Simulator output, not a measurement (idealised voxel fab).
process module | voxel spacer lines
Cross-sectional view cut (width: 240 nm; square cell size: 5 nm).
Cross-section, as written here: a square-cell grid given band by band from the top down, where a band holds one or more rows of cells.
What a band's entry tells you: where the top is and where the bottom is, as heights in nm, and after that what lies inside, material by material from left to right, each with its width in nm. Empty space is written as the word "air", and a single material marked with the word "full width" occupies the band from edge to edge.
A quick word on heights: they are counted from 0, and under that level the wafer as it came to us is one material throughout. The lowest band is different from the rest in having no bottom; it simply continues downward, written as in "0 nm and below".
The width entry "30 to 40" should be interpreted row by row: the top row of cells in the band takes the first number, the bottom row takes the second number, and the change between adjacent rows is uniform throughout.
Given "nothing got changed" for a step, no cell of the cross-section differs between before and after that step.
"Closed void catalog": empty spaces of 8 cells or more with no open way to the top, each given as width x height at distance, distance from the left edge, all in nm.
It should be noted that, on the line of a given step, the content following the step's settings is a remark produced by the simulator itself with respect to that step.
Regarding "overlay nm": on a step with a mask, it is the distance the mask lay to the right of its planned place; a negative value places it to the left.
LIST OF PLANNED PROCESS STEPS
1 op RECEIVE | material Si
2 op CONFORMAL_DEP | material Al2O3 | thk nm 5
3 op DIRECTIONAL_DEP | material polySi | thk nm 20
4 op DIRECTIONAL_DEP | material aC | thk nm 25
5 op PATTERN | tone cover | mask id MANDREL | material resist | width nm 15 | pitch nm 50 | thk nm 30 | overlay nm 0
6 op DIRECTIONAL_ETCH | etch materials aC | depth nm 25
7 op STRIP | etch materials resist
8 op CONFORMAL_DEP | material SiO2 | thk nm 10
9 op DIRECTIONAL_ETCH | etch materials SiO2 | depth nm 10
10 op STRIP | etch materials aC
11 op DIRECTIONAL_ETCH | etch materials polySi | depth nm 20
12 op STRIP | etch materials SiO2
13 op FILL_DEP | material SiO2 | thk nm 10
14 op CMP | height nm 25
INCOMING WAFER, CROSS-SECTIONAL VIEW, POST STEP 1
* 0 nm and below = Si full width
* Closed void catalog: none
CROSS-SECTION, FIRST OF TWO WAFERS, END OF MODULE, RUN AS PLANNED
* 25 nm to 5 nm = SiO2: 50 / polySi: 10 / SiO2: 15 / polySi: 10 / SiO2: 15 / polySi: 10 / SiO2: 15 / polySi: 10 / SiO2: 15 / polySi: 10 / SiO2: 15 / polySi: 10 / SiO2: 55
* 5 nm to 0 nm = Al2O3 full width
* 0 nm and below = Si full width
* Closed void catalog: none
END OF MODULE, SECOND WAFER, CROSS-SECTION. STARTED LIKE THE FIRST, PLANNED LIKE THE FIRST, RUN WITH ONE MISTAKE
* 15 nm to 5 nm = SiO2: 50 / polySi: 10 / SiO2: 15 / polySi: 10 / SiO2: 15 / polySi: 10 / SiO2: 15 / polySi: 10 / SiO2: 15 / polySi: 10 / SiO2: 15 / polySi: 10 / SiO2: 55
* 5 nm to 0 nm = Al2O3 full width
* 0 nm and below = Si full width
* Closed void catalog: none
Nonconformance to the process plan: off-plan run, step 14, actual operation and settings op CMP | height nm 15
Wafer comparison, final, in cells, second relative to first, materials more or fewer: SiO2: 72 fewer; polySi: 24 fewer
